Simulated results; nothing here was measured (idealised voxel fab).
voxel transistor to metal: a process module
The width of the displayed cross-section, cut, is 185 nm; its cells are square, with a size of 5 nm.
Cross-section spec: square-cell grid; bands listed top down; each band is one or more rows.
Band: top height; bottom height; in nm. Then, left to right: material with width in nm, for each material. "edge to edge": a single material spanning edge to edge. "empty": empty space.
Height reference: 0 = level under which incoming wafer is all one material. Lowest band: no bottom, runs on downward, e.g. "from 0 down".
Think of "30 to 40" as a width that walks from the first number to the second as you go down the band, top row to bottom row, taking equal-sized steps from row to row.
The cross-section has no changed cell in any step marked "nothing changed".
So "Sealed cavities" is basically the list of trapped voids: any empty space of 8 cells or more that can't reach the top through an opening. They're written width x height at distance, the distance being from the left edge, and it's all nm.
Heads up: the bit after the settings on a step's line is the simulator's remark on that step.
"overlay nm" denotes, for a step that has a mask, the displacement of the mask to the right of its planned place, with negative values corresponding to the left.

Steps in the process plan:
1 RECEIVE,material Si
2 OXIDIZE,depth nm 5
3 CONFORMAL_DEP,material SiN,thk nm 10
4 MASKED_ETCH,tone cover,mask id ACTIVE,width nm 105,etch materials SiN,depth nm 10,overlay nm 0
5 MASKED_ETCH,tone cover,mask id ACTIVE,width nm 115,etch materials SiO2,depth nm 5,overlay nm 0
6 MASKED_ETCH,tone cover,mask id ACTIVE,width nm 115,etch materials Si,depth nm 35,overlay nm 0
7 OXIDIZE,depth nm 5
8 FILL_DEP,material SiO2,thk nm 10
9 CMP,height nm 10
10 SELECTIVE_ETCH,etch materials SiO2,depth nm 10
11 STRIP,etch materials SiN
12 SELECTIVE_ETCH,etch materials SiO2,depth nm 5
13 OXIDIZE,depth nm 5
14 DIRECTIONAL_DEP,material polySi,thk nm 25
15 DIRECTIONAL_DEP,material SiCN,thk nm 15
16 PATTERN,tone cover,mask id GATE,material resist,width nm 35,thk nm 20,overlay nm 0
17 DIRECTIONAL_ETCH,etch materials SiCN,depth nm 25
18 DIRECTIONAL_ETCH,etch materials polySi,depth nm 35
19 STRIP,etch materials resist
20 CONFORMAL_DEP,material SiN,thk nm 10
21 DIRECTIONAL_ETCH,etch materials SiN,depth nm 10
22 DIRECTIONAL_ETCH,etch materials SiO2,depth nm 5
23 DIRECTIONAL_ETCH,etch materials Si,depth nm 15
24 EPI,material pSi,thk nm 15
25 FILL_DEP,material SiO2,thk nm 10
26 CMP,height nm 20
27 STRIP,etch materials polySi
28 SELECTIVE_ETCH,etch materials SiO2,depth nm 5
29 CONFORMAL_DEP,material HfO2,thk nm 5
30 CONFORMAL_DEP,material TiN,thk nm 5
31 FILL_DEP,material W,thk nm 10
32 CMP,height nm 15
33 DIRECTIONAL_DEP,material SiO2,thk nm 10
34 PATTERN,tone open,mask id CONTACT,material resist,width nm 15,pitch nm 80,thk nm 20,overlay nm 0
35 DIRECTIONAL_ETCH,etch materials SiO2,depth nm 35
36 STRIP,etch materials resist
37 CONFORMAL_DEP,material TiN,thk nm 5
38 FILL_DEP,material W,thk nm 5
39 CMP,height nm 25
40 CONFORMAL_DEP,material SiN,thk nm 5
41 DIRECTIONAL_DEP,material SiO2,thk nm 15
42 MASKED_ETCH,tone open,mask id METAL_1,width nm 15,pitch nm 80,etch materials SiO2,depth nm 15,overlay nm 0
43 MASKED_ETCH,tone open,mask id METAL_1,width nm 15,pitch nm 80,etch materials SiN,depth nm 5,overlay nm 0
44 CONFORMAL_DEP,material TiN,thk nm 5
45 FILL_DEP,material Cu,thk nm 10
46 CMP,height nm 45
47 CONFORMAL_DEP,material SiCN,thk nm 5
48 DIRECTIONAL_DEP,material SiO2,thk nm 30
49 MASKED_ETCH,tone open,mask id METAL_2,width nm 15,pitch nm 80,etch materials SiO2,depth nm 20,overlay nm 0
50 PATTERN,tone open,mask id METAL_2_HOLES,material resist,width nm 15,pitch nm 80,thk nm 20,overlay nm 0
51 DIRECTIONAL_ETCH,etch materials SiO2,depth nm 10
52 DIRECTIONAL_ETCH,etch materials SiCN,depth nm 5
53 STRIP,etch materials resist
54 CONFORMAL_DEP,material TiN,thk nm 5
55 FILL_DEP,material Cu,thk nm 10
56 CMP,height nm 80
57 CONFORMAL_DEP,material SiN,thk nm 5
Same starting wafers, different width nm at step 4. Plan value belongs to the first wafer.

Here's the first of the wafers in cross-section, just as we got it, i.e. after step 1:
- from 0 down: Si edge to edge
- Sealed cavities: none

Wafer rows; end of module; cells per material since receipt: (+) gained, (-) lost; then closed voids:
width nm 105, +18 Cu, +17 HfO2, -216 Si, +31 SiCN, +84 SiN, +549 SiO2, +83 TiN, +15 W, +48 pSi, Sealed cavities: none
width nm 110, +18 Cu, +17 HfO2, -216 Si, +31 SiCN, +84 SiN, +549 SiO2, +83 TiN, +15 W, +48 pSi, Sealed cavities: none
width nm 115, +18 Cu, +17 HfO2, -216 Si, +31 SiCN, +84 SiN, +549 SiO2, +83 TiN, +15 W, +48 pSi, Sealed cavities: none
width nm 120, +18 Cu, +17 HfO2, -212 Si, +31 SiCN, +84 SiN, +542 SiO2, +83 TiN, +15 W, +51 pSi, Sealed cavities: none
width nm 125, +18 Cu, +17 HfO2, -208 Si, +31 SiCN, +84 SiN, +535 SiO2, +83 TiN, +15 W, +54 pSi, Sealed cavities: none
width nm 130, +18 Cu, +17 HfO2, -204 Si, +31 SiCN, +84 SiN, +528 SiO2, +83 TiN, +15 W, +57 pSi, Sealed cavities: none
